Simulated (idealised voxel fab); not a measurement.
Process module name: voxel transistor to metal
Pictured: cross-section cut, 165 nm wide, on a grid of 5 nm square cells.
Reading order for cross-sections: top band down to bottom band. Underlying form: a grid of square cells. Band size: one or more rows of cells. The entry gives the band's vertical extent as a top height and a bottom height in nm, then its horizontal make-up as materials from left to right, each with a width in nm. "air" stands for empty space; a single material marked "edge to edge" fills the band edge to edge. All heights in this document are referenced to 0, defined as the level beneath which the wafer, as received, consists entirely of one material. The lowest band is not bounded below; it extends indefinitely downward and is written in the form "z 0 and below". Width: "30..40" (first number = top row, second number = bottom row, same change from row to row of cells). A step reported as "identical to before" is a step in which no cell of the cross-section changed. The entry "Closed voids list" lists the empty spaces that cover at least 8 cells and have no open path to the top. Each is written as width x height at distance, where the distance is measured from the left edge and all three values are in nm. Whatever follows a step's settings on its line is a remark the simulator itself makes about that step. "overlay nm" on a masked step: distance the mask lay right of its planned place, negative for left.

THIS SECTION LISTS THE PROCESS STEPS THAT WERE PLANNED
| 1 | RECEIVE: material Si |
| 2 | OXIDIZE: depth nm 5 |
| 3 | CONFORMAL_DEP: material SiN, thk nm 15 |
| 4 | DIRECTIONAL_DEP: material aC, thk nm 10 |
| 5 | PATTERN: tone cover, mask id ACTIVE, material resist, width nm 110, thk nm 25, overlay nm 0 |
| 6 | DIRECTIONAL_ETCH: etch materials aC, depth nm 10 |
| 7 | STRIP: etch materials resist |
| 8 | DIRECTIONAL_ETCH: etch materials SiN, depth nm 15 |
| 9 | DIRECTIONAL_ETCH: etch materials SiO2, depth nm 5 |
| 10 | DIRECTIONAL_ETCH: etch materials Si, depth nm 25 |
| 11 | STRIP: etch materials aC |
| 12 | FILL_DEP: material SiO2, thk nm 5 |
| 13 | CMP: height nm 15 |
| 14 | SELECTIVE_ETCH: etch materials SiO2, depth nm 10 |
| 15 | STRIP: etch materials SiN |
| 16 | SELECTIVE_ETCH: etch materials SiO2, depth nm 5 |
| 17 | OXIDIZE: depth nm 5 |
| 18 | DIRECTIONAL_DEP: material polySi, thk nm 30 |
| 19 | DIRECTIONAL_DEP: material SiCN, thk nm 15 |
| 20 | MASKED_ETCH: tone cover, mask id GATE, width nm 20, etch materials SiCN, depth nm 25, overlay nm 0 |
| 21 | MASKED_ETCH: tone cover, mask id GATE, width nm 20, etch materials polySi, depth nm 40, overlay nm 0 |
| 22 | CONFORMAL_DEP: material SiO2, thk nm 5 |
| 23 | DIRECTIONAL_ETCH: etch materials SiO2, depth nm 5 |
| 24 | CONFORMAL_DEP: material SiN, thk nm 10 |
| 25 | DIRECTIONAL_ETCH: etch materials SiN, depth nm 10 |
| 26 | DIRECTIONAL_ETCH: etch materials SiO2, depth nm 5 |
| 27 | EPI: material pSi, thk nm 5 |
| 28 | FILL_DEP: material SiO2, thk nm 5 |
| 29 | CMP: height nm 40 |
| 30 | DIRECTIONAL_DEP: material SiO2, thk nm 15 |
| 31 | PATTERN: tone open, mask id CONTACT, material resist, width nm 20, pitch nm 80, thk nm 20, overlay nm 0 |
| 32 | DIRECTIONAL_ETCH: etch materials SiO2, depth nm 60 |
| 33 | STRIP: etch materials resist |
| 34 | CONFORMAL_DEP: material TiN, thk nm 5 |
| 35 | FILL_DEP: material Ru, thk nm 5 |
| 36 | CMP: height nm 55 |
| 37 | DIRECTIONAL_DEP: material TiN, thk nm 5 |
| 38 | DIRECTIONAL_DEP: material W, thk nm 15 |
| 39 | PATTERN: tone cover, mask id METAL_1, material resist, width nm 20, pitch nm 80, thk nm 20, overlay nm 0 |
| 40 | DIRECTIONAL_ETCH: etch materials W, depth nm 15 |
| 41 | DIRECTIONAL_ETCH: etch materials TiN, depth nm 5 |
| 42 | STRIP: etch materials resist |
| 43 | FILL_DEP: material SiO2, thk nm 10 |
| 44 | CMP: height nm 75 |
| 45 | CONFORMAL_DEP: material SiCN, thk nm 5 |
| 46 | DIRECTIONAL_DEP: material lowk, thk nm 30 |
| 47 | PATTERN: tone open, mask id METAL_2_HOLES, material resist, width nm 15, pitch nm 80, thk nm 15, overlay nm 0 |
| 48 | DIRECTIONAL_ETCH: etch materials lowk, depth nm 30 |
| 49 | STRIP: etch materials resist |
| 50 | DIRECTIONAL_DEP: material aC, thk nm 10 |
| 51 | PATTERN: tone open, mask id METAL_2, material resist, width nm 20, pitch nm 80, thk nm 30, overlay nm 0 |
| 52 | DIRECTIONAL_ETCH: etch materials aC, depth nm 10 |
| 53 | STRIP: etch materials resist |
| 54 | DIRECTIONAL_ETCH: etch materials lowk, depth nm 15 |
| 55 | DIRECTIONAL_ETCH: etch materials SiCN, depth nm 5 |
| 56 | STRIP: etch materials aC |
| 57 | CONFORMAL_DEP: material TiN, thk nm 5 |
| 58 | FILL_DEP: material Cu, thk nm 10 |
| 59 | CMP: height nm 110 |
| 60 | CONFORMAL_DEP: material SiN, thk nm 5 |

CROSS-SECTION OF THE WAFER AS IT CAME TO US, I.E., ALREADY THROUGH STEP 1
	z 0 and below: Si edge to edge
	Closed voids list: none

AS-PLANNED RUN: CROSS-SECTION OF THE FIRST OF TWO WAFERS AT END OF MODULE
	z 115 to 110: SiN edge to edge
	z 110 to 100: lowk: 30 / TiN: 5 / Cu: 10 / TiN: 5 / lowk: 60 / TiN: 5 / Cu: 10 / TiN: 5 / lowk: 35
	z 100 to 95: lowk: 30 / TiN: 5 / Cu: 5 / TiN: 10 / lowk: 60 / TiN: 5 / Cu: 5 / TiN: 10 / lowk: 35
	z 95 to 80: lowk: 30 / TiN: 5 / Cu: 5 / TiN: 5 / lowk: 65 / TiN: 5 / Cu: 5 / TiN: 5 / lowk: 40
	z 80 to 75: SiCN: 30 / TiN: 15 / SiCN: 65 / TiN: 15 / SiCN: 40
	z 75 to 60: SiO2: 30 / W: 20 / SiO2: 60 / W: 20 / SiO2: 35
	z 60 to 55: SiO2: 30 / TiN: 20 / SiO2: 60 / TiN: 20 / SiO2: 35
	z 55 to 40: SiO2: 30 / TiN: 5 / Ru: 10 / TiN: 5 / SiO2: 60 / TiN: 5 / Ru: 10 / TiN: 5 / SiO2: 35
	z 40 to 25: SiO2: 30 / TiN: 5 / Ru: 10 / TiN: 5 / SiO2: 5 / SiN: 10 / SiO2: 5 / SiCN: 20 / SiO2: 5 / SiN: 10 / SiO2: 5 / TiN: 5 / Ru: 10 / TiN: 5 / SiO2: 35
	z 25 to 5: SiO2: 30 / TiN: 5 / Ru: 10 / TiN: 5 / SiO2: 5 / SiN: 10 / SiO2: 5 / polySi: 20 / SiO2: 5 / SiN: 10 / SiO2: 5 / TiN: 5 / Ru: 10 / TiN: 5 / SiO2: 35
	z 5 to 0: SiO2: 30 / TiN: 10 / Ru: 5 / TiN: 5 / SiO2: 5 / SiN: 10 / SiO2: 5 / polySi: 20 / SiO2: 5 / SiN: 10 / SiO2: 5 / TiN: 5 / Ru: 5 / TiN: 10 / SiO2: 35
	z 0 to -5: SiO2: 25 / SiN: 10 / TiN: 15 / SiO2: 5 / SiN: 10 / SiO2: 5 / polySi: 20 / SiO2: 5 / SiN: 10 / SiO2: 5 / TiN: 15 / SiN: 10 / SiO2: 30
	z -5 to -10: SiO2: 35 / pSi: 20 / SiO2: 50 / pSi: 20 / SiO2: 40
	z -10 to -30: SiO2: 25 / Si: 110 / SiO2: 30
	z -30 and below: Si edge to edge
	Closed voids list: none

PRESENTED HERE IS A CROSS-SECTION OF THE SECOND OF THE TWO WAFERS AS IT STOOD AT THE END OF THE MODULE. IT WAS STARTED IN THE SAME MANNER AND ASSIGNED THE SAME PLAN AS THE FIRST WAFER; HOWEVER, ONE MISTAKE WAS MADE IN ITS EXECUTION
	z 115 to 110: SiN edge to edge
	z 110 to 100: lowk: 30 / TiN: 5 / Cu: 10 / TiN: 5 / lowk: 60 / TiN: 5 / Cu: 10 / TiN: 5 / lowk: 35
	z 100 to 95: lowk: 30 / TiN: 5 / Cu: 5 / TiN: 10 / lowk: 60 / TiN: 5 / Cu: 5 / TiN: 10 / lowk: 35
	z 95 to 80: lowk: 30 / TiN: 5 / Cu: 5 / TiN: 5 / lowk: 65 / TiN: 5 / Cu: 5 / TiN: 5 / lowk: 40
	z 80 to 75: SiCN: 30 / TiN: 15 / SiCN: 65 / TiN: 15 / SiCN: 40
	z 75 to 60: SiO2: 30 / W: 20 / SiO2: 60 / W: 20 / SiO2: 35
	z 60 to 55: SiO2: 30 / TiN: 20 / SiO2: 60 / TiN: 20 / SiO2: 35
	z 55 to 40: SiO2: 30 / TiN: 5 / Ru: 10 / TiN: 5 / SiO2: 60 / TiN: 5 / Ru: 10 / TiN: 5 / SiO2: 35
	z 40 to 25: SiO2: 30 / TiN: 5 / Ru: 10 / TiN: 5 / SiO2: 5 / SiN: 10 / SiO2: 5 / SiCN: 20 / SiO2: 5 / SiN: 10 / SiO2: 5 / TiN: 5 / Ru: 10 / TiN: 5 / SiO2: 35
	z 25 to 10: SiO2: 30 / TiN: 5 / Ru: 10 / TiN: 5 / SiO2: 5 / SiN: 10 / SiO2: 5 / polySi: 20 / SiO2: 5 / SiN: 10 / SiO2: 5 / TiN: 5 / Ru: 10 / TiN: 5 / SiO2: 35
	z 10 to 5: SiO2: 30 / TiN: 20 / SiO2: 5 / SiN: 10 / SiO2: 5 / polySi: 20 / SiO2: 5 / SiN: 10 / SiO2: 5 / TiN: 20 / SiO2: 35
	z 5 to 0: SiO2: 30 / pSi: 25 / SiN: 10 / SiO2: 5 / polySi: 20 / SiO2: 5 / SiN: 10 / pSi: 25 / SiO2: 35
	z 0 to -5: SiO2: 25 / SiN: 10 / pSi: 20 / SiN: 10 / SiO2: 5 / polySi: 20 / SiO2: 5 / SiN: 10 / pSi: 20 / SiN: 10 / SiO2: 30
	z -5 to -10: SiO2: 35 / pSi: 20 / SiO2: 50 / pSi: 20 / SiO2: 40
	z -10 to -30: SiO2: 25 / Si: 110 / SiO2: 30
	z -30 and below: Si edge to edge
	Closed voids list: none
What broke from the plan during processing? it should be noted that step 27 was executed with settings other than those planned, the operation and settings actually applied being EPI: material pSi, thk nm 15
Counted in cells at the end, the second wafer holds more or fewer of these materials than the first: Ru -6; SiO2 -4; TiN -8; pSi +18
